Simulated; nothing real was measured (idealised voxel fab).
The following is a process module called voxel capacitor over wiring.
Cross-section cut: width 245 nm, square cells of 5 nm.
Square cells in a grid make up a cross-section in this document, and the grid is given as bands, listed from the top down, each one or more rows of cells. Top height, bottom height, nm. Materials left to right, width each, nm. Single material + "edge to edge" = fills band edge to edge. "blank" = empty. Heights from 0 (as-received wafer is one material below). Bottom band endless downward, as "0 and below". So if you see something like "30->40" for the width, read it as the top row of the band sitting at the first number and the bottom row at the second, with every row in between moving by the same amount as the last. Where a step carries "stayed the same", the cross-section came out of it unchanged, cell for cell. "Closed void listing" enumerates empty spaces isolated from the top, with no open way to it, that contain at least 8 cells, giving each as width x height at distance from the left edge, all three in nm. It should be noted that, on the line of a given step, the content following the step's settings is a remark produced by the simulator itself with respect to that step. On any step carrying a mask, the "overlay nm" setting, if present on the step's line, tells how far right of its planned place the mask lay; negative values point to the left.

STEPS IN THE PROCESS PLAN
step 1: RECEIVE: material Si
step 2: CONFORMAL_DEP: material SiO2, thk nm 15
step 3: DIRECTIONAL_DEP: material TiN, thk nm 5
step 4: DIRECTIONAL_DEP: material Ru, thk nm 20
step 5: PATTERN: tone cover, mask id METAL_1, material resist, width nm 25, pitch nm 75, thk nm 20, overlay nm 0
step 6: DIRECTIONAL_ETCH: etch materials Ru, depth nm 20
step 7: DIRECTIONAL_ETCH: etch materials TiN, depth nm 5
step 8: STRIP: etch materials resist
step 9: CONFORMAL_DEP: material SiCN, thk nm 5
step 10: FILL_DEP: material SiO2, thk nm 10
step 11: CMP: height nm 40
step 12: CONFORMAL_DEP: material SiCN, thk nm 5
step 13: DIRECTIONAL_DEP: material lowk, thk nm 20
step 14: MASKED_ETCH: tone open, mask id PLUG_1, width nm 15, etch materials lowk, depth nm 20, overlay nm 0
step 15: MASKED_ETCH: tone open, mask id PLUG_1, width nm 15, etch materials SiCN, depth nm 5, overlay nm 0
step 16: EPI: material Ru, thk nm 10
step 17: EPI: material Ru, thk nm 10
step 18: EPI: material Ru, thk nm 5
step 19: DIRECTIONAL_DEP: material TiN, thk nm 10
step 20: DIRECTIONAL_DEP: material SiN, thk nm 5
step 21: DIRECTIONAL_DEP: material TiN, thk nm 5
step 22: MASKED_ETCH: tone cover, mask id UPPER_PLATE, width nm 55, etch materials TiN, depth nm 5, overlay nm 0
step 23: MASKED_ETCH: tone cover, mask id UPPER_PLATE, width nm 55, etch materials SiN, depth nm 5, overlay nm 0
step 24: MASKED_ETCH: tone cover, mask id LOWER_PLATE, width nm 65, etch materials TiN, depth nm 10, overlay nm 0
step 25: FILL_DEP: material SiO2, thk nm 15
step 26: CMP: height nm 95
step 27: DIRECTIONAL_DEP: material aC, thk nm 10
step 28: PATTERN: tone open, mask id PLUG_2, material resist, width nm 15, thk nm 25, overlay nm 0
step 29: DIRECTIONAL_ETCH: etch materials aC, depth nm 10
step 30: STRIP: etch materials resist
step 31: DIRECTIONAL_ETCH: etch materials SiO2, depth nm 10
step 32: STRIP: etch materials aC
step 33: CONFORMAL_DEP: material TiN, thk nm 5
step 34: FILL_DEP: material Cu, thk nm 10
step 35: CMP: height nm 95
step 36: CONFORMAL_DEP: material SiN, thk nm 5

SO THIS IS THE INCOMING WAFER IN CROSS-SECTION - IT'S ALREADY BEEN THROUGH STEP 1
    0 and below | Si edge to edge
    Closed void listing: none

POST-MODULE CROSS-SECTION: IDENTICAL START AND PLAN TO THOSE ABOVE, ONE MISSTEP IN EXECUTION
    100 down to 95 | SiN edge to edge
    95 down to 90 | SiO2 90 nm; TiN 5 nm; Cu 5 nm; TiN 5 nm; SiO2 140 nm
    90 down to 80 | SiO2 90->80 nm; TiN 15->55 nm; SiO2 140->110 nm
    80 down to 75 | SiO2 80 nm; SiN 55 nm; SiO2 110 nm
    75 down to 65 | SiO2 75 nm; TiN 65 nm; SiO2 105 nm
    65 down to 45 | lowk 80 nm; Ru 15 nm; lowk 150 nm
    45 down to 40 | SiCN 80 nm; Ru 10 nm; SiCN 155 nm
    40 down to 20 | SiO2 65 nm; SiCN 5 nm; Ru 25 nm; SiCN 5 nm; SiO2 40 nm; SiCN 5 nm; Ru 25 nm; SiCN 5 nm; SiO2 70 nm
    20 down to 15 | SiCN 70 nm; TiN 25 nm; SiCN 50 nm; TiN 25 nm; SiCN 75 nm
    15 down to 0 | SiO2 edge to edge
    0 and below | Si edge to edge
    Closed void listing: none
what went wrong: so step 15 ended up running with a different setting than we planned, it ran as MASKED_ETCH: tone open, mask id PLUG_1, width nm 15, etch materials SiCN, depth nm 5, overlay nm -5
